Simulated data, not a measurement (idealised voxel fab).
process module | voxel self aligned vias
cross-section cut | 220 nm wide | cells 5 nm
A cross-section is a grid of square cells, given in bands from the top down. A band is one or more rows of cells.
Each band's line starts with the height of the band's top and of its bottom, in nm. Then come its materials from left to right, each with its width in nm. One material with "throughout" fills the band from edge to edge. "air" is empty space.
Height 0 is the level under which the wafer as received is all one material. The lowest band goes on downwards, as in "0 down".
A width such as "30 to 40" changes by the same amount from each row of cells to the next, from the band's top row to its bottom row.
"no change" after a step means that no cell of the cross-section changed.
closed voids: empty space of 8 cells or more with no open way to the top, each as width x height at its distance from the left edge, in nm
after a step's settings: what the simulator itself notes on the step
overlay nm, on a step with a mask: how far to the right of its planned place the mask lay; to the left if negative
plan
1 op RECEIVE | material Si
2 op CONFORMAL_DEP | material SiO2 | thk nm 10
3 op CONFORMAL_DEP | material SiCN | thk nm 5
4 op DIRECTIONAL_DEP | material SiO2 | thk nm 20
5 op MASKED_ETCH | tone open | mask id LINES | width nm 25 | pitch nm 65 | etch materials SiO2 | depth nm 20 | overlay nm 0
6 op CONFORMAL_DEP | material TiN | thk nm 5
7 op FILL_DEP | material W | thk nm 10
8 op CMP | height nm 35
9 op SELECTIVE_ETCH | etch materials W Ru TiN | depth nm 5
10 op FILL_DEP | material SiN | thk nm 5
11 op CMP | height nm 35
12 op DIRECTIONAL_DEP | material SiO2 | thk nm 15
13 op MASKED_ETCH | tone open | mask id VIAS | width nm 35 | etch materials SiO2 | depth nm 15 | overlay nm -15
14 op MASKED_ETCH | tone open | mask id VIAS | width nm 35 | etch materials SiN | depth nm 5 | overlay nm 0
15 op CONFORMAL_DEP | material TiN | thk nm 5
16 op FILL_DEP | material Cu | thk nm 5
17 op CMP | height nm 50
18 op CONFORMAL_DEP | material SiCN | thk nm 5
varied across the wafers: overlay nm of step 13. The plan shows the first wafer's value. All wafers start alike
first wafer as received, after step 1
  0 down: Si throughout
  closed voids: none
each wafer at the end: cells of each material gained (+) or lost (-) since it was received, then its closed voids
overlay nm -15 | +11 Cu | +88 SiCN | +7 SiN | +335 SiO2 | +31 TiN | +12 W | closed voids: none
overlay nm -10 | +12 Cu | +88 SiCN | +6 SiN | +335 SiO2 | +31 TiN | +12 W | closed voids: none
overlay nm -5 | +13 Cu | +88 SiCN | +5 SiN | +335 SiO2 | +31 TiN | +12 W | closed voids: none
overlay nm 0 | +13 Cu | +88 SiCN | +5 SiN | +335 SiO2 | +31 TiN | +12 W | closed voids: none
overlay nm 5 | +13 Cu | +88 SiCN | +5 SiN | +335 SiO2 | +31 TiN | +12 W | closed voids: none
overlay nm 10 | +12 Cu | +88 SiCN | +6 SiN | +335 SiO2 | +31 TiN | +12 W | closed voids: none
overlay nm 15 | +11 Cu | +88 SiCN | +7 SiN | +335 SiO2 | +31 TiN | +12 W | closed voids: none
